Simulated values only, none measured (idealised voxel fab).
process module | voxel self aligned contacts
cross-section cut | 210 nm wide | cells 5 nm
A cross-section is a grid of square cells, given in bands from the top down. A band is one or more rows of cells.
Each band's line starts with the height of the band's top and of its bottom, in nm. Then come its materials from left to right, each with its width in nm. One material with "throughout" fills the band from edge to edge. "air" is empty space.
Height 0 is the level under which the wafer as received is all one material. The lowest band goes on downwards, as in "0 down".
A width such as "30 to 40" changes by the same amount from each row of cells to the next, from the band's top row to its bottom row.
"no change" after a step means that no cell of the cross-section changed.
closed voids: empty space of 8 cells or more with no open way to the top, each as width x height at its distance from the left edge, in nm
after a step's settings: what the simulator itself notes on the step
overlay nm, on a step with a mask: how far to the right of its planned place the mask lay; to the left if negative
plan
1 op RECEIVE | material Si
2 op CONFORMAL_DEP | material SiO2 | thk nm 5
3 op DIRECTIONAL_DEP | material polySi | thk nm 30
4 op DIRECTIONAL_DEP | material SiN | thk nm 20
5 op PATTERN | tone cover | mask id GATE | material resist | width nm 25 | pitch nm 50 | thk nm 15 | overlay nm 0
6 op DIRECTIONAL_ETCH | etch materials SiN | depth nm 20
7 op DIRECTIONAL_ETCH | etch materials polySi | depth nm 30
8 op STRIP | etch materials resist
9 op CONFORMAL_DEP | material SiN | thk nm 5
10 op DIRECTIONAL_ETCH | etch materials SiN | depth nm 5
11 op FILL_DEP | material SiO2 | thk nm 10
12 op CMP | height nm 60
13 op PATTERN | tone open | mask id CONTACT | material resist | width nm 35 | thk nm 15 | overlay nm 0
14 op DIRECTIONAL_ETCH | etch materials SiO2 | depth nm 60
15 op STRIP | etch materials resist
16 op CONFORMAL_DEP | material TiN | thk nm 5
17 op FILL_DEP | material Ru | thk nm 5
18 op CMP | height nm 60
19 op CONFORMAL_DEP | material SiN | thk nm 5
as received, after step 1
  0 down: Si throughout
  closed voids: none
first wafer at the end, as planned
  65 to 60: SiN throughout
  60 to 55: SiO2 85 | TiN 15 | Ru 5 | TiN 15 | SiO2 90
  55 to 35: SiO2 60 | SiN 35 | TiN 5 | Ru 5 | TiN 5 | SiN 35 | SiO2 65
  35 to 5: SiO2 60 | SiN 5 | polySi 25 | SiN 5 | TiN 5 | Ru 5 | TiN 5 | SiN 5 | polySi 25 | SiN 5 | SiO2 65
  5 to 0: SiO2 95 | TiN 15 | SiO2 100
  0 down: Si throughout
  closed voids: none
second wafer at the end: like start, like plan, one mistake
  65 to 60: SiN throughout
  60 to 55: SiO2 80 | TiN 20 | Ru 5 | TiN 20 | SiO2 85
  55 to 35: SiO2 60 | SiN 35 | TiN 5 | Ru 5 | TiN 5 | SiN 35 | SiO2 65
  35 to 5: SiO2 60 | SiN 5 | polySi 25 | SiN 5 | TiN 5 | Ru 5 | TiN 5 | SiN 5 | polySi 25 | SiN 5 | SiO2 65
  5 to 0: SiO2 95 | TiN 15 | SiO2 100
  0 down: Si throughout
  closed voids: none
what went wrong: step 13 ran as: op PATTERN | tone open | mask id CONTACT | material resist | width nm 45 | thk nm 15 | overlay nm 0
at the end the second wafer has, in cells: 2 fewer of SiO2 | 2 more of TiN
